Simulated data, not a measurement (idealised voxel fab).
Process module under the name voxel fin reveal
The width of the displayed cross-section, cut, is 215 nm; its cells are square, with a size of 5 nm.
This document writes a cross-section as a grid whose cells are square, and gives it as bands, listed from the top down; one or more rows of cells form a band. Heights first: top, then bottom, in nm. Then materials, left to right, each with a width in nm. "full width" on a single material: fills the band edge to edge. "blank": empty space. For the purposes of this specification, 0 denotes the height below which the wafer in its as-received condition is composed wholly of one material, and the lowermost band, lacking a lower limit, extends downward without end, as expressed in "top 0, no bottom". A width given as "30..40" starts at the first number in the band's top row and ends at the second number in its bottom row, shifting by an equal amount at every step from row to row. "no alterations made", as given for a step, is the statement that not any cell of the cross-section underwent a change during that step. "Sealed internal cavities" - sealed voids, min. 8 cells, no opening to top; format: width x height at distance (distance from left edge; nm throughout). Whatever follows a step's settings on its line is a remark the simulator itself makes about that step. overlay nm: right-of-plan distance of the mask on a masked step; negative values mean left-of-plan.
[plan]
| 1 | RECEIVE (material Si) |
| 2 | CONFORMAL_DEP (material SiN; thk nm 5) |
| 3 | DIRECTIONAL_DEP (material aC; thk nm 15) |
| 4 | PATTERN (tone cover; mask id FINS; material resist; width nm 15; pitch nm 40; thk nm 35; overlay nm 0) |
| 5 | DIRECTIONAL_ETCH (etch materials aC; depth nm 15) |
| 6 | STRIP (etch materials resist) |
| 7 | DIRECTIONAL_ETCH (etch materials SiN; depth nm 5) |
| 8 | DIRECTIONAL_ETCH (etch materials Si; depth nm 40) |
| 9 | STRIP (etch materials aC) |
| 10 | OXIDIZE (depth nm 5) |
| 11 | FILL_DEP (material SiO2; thk nm 10) |
| 12 | CMP (height nm 5) |
| 13 | SELECTIVE_ETCH (etch materials SiO2; depth nm 15) |
| 14 | STRIP (etch materials SiN) |
| 15 | CONFORMAL_DEP (material HfO2; thk nm 5) |
What sets these wafers apart? The thk nm at step 2. They all start alike, and the plan carries the first wafer's value.
[The first of several wafers in cross-section, exactly as it reached us after step 1]
* top 0, no bottom | Si full width
* Sealed internal cavities: none
[Per-wafer rows below. For each material: cells gained (+) or lost (-) since the wafer was received, as of end of module. Then: closed voids]
thk nm 5 | +55 HfO2 | -360 Si | +280 SiO2 | Sealed internal cavities: none
thk nm 10 | +43 HfO2 | Sealed internal cavities: none
thk nm 15 | +43 HfO2 | Sealed internal cavities: none
thk nm 20 | +43 HfO2 | Sealed internal cavities: none
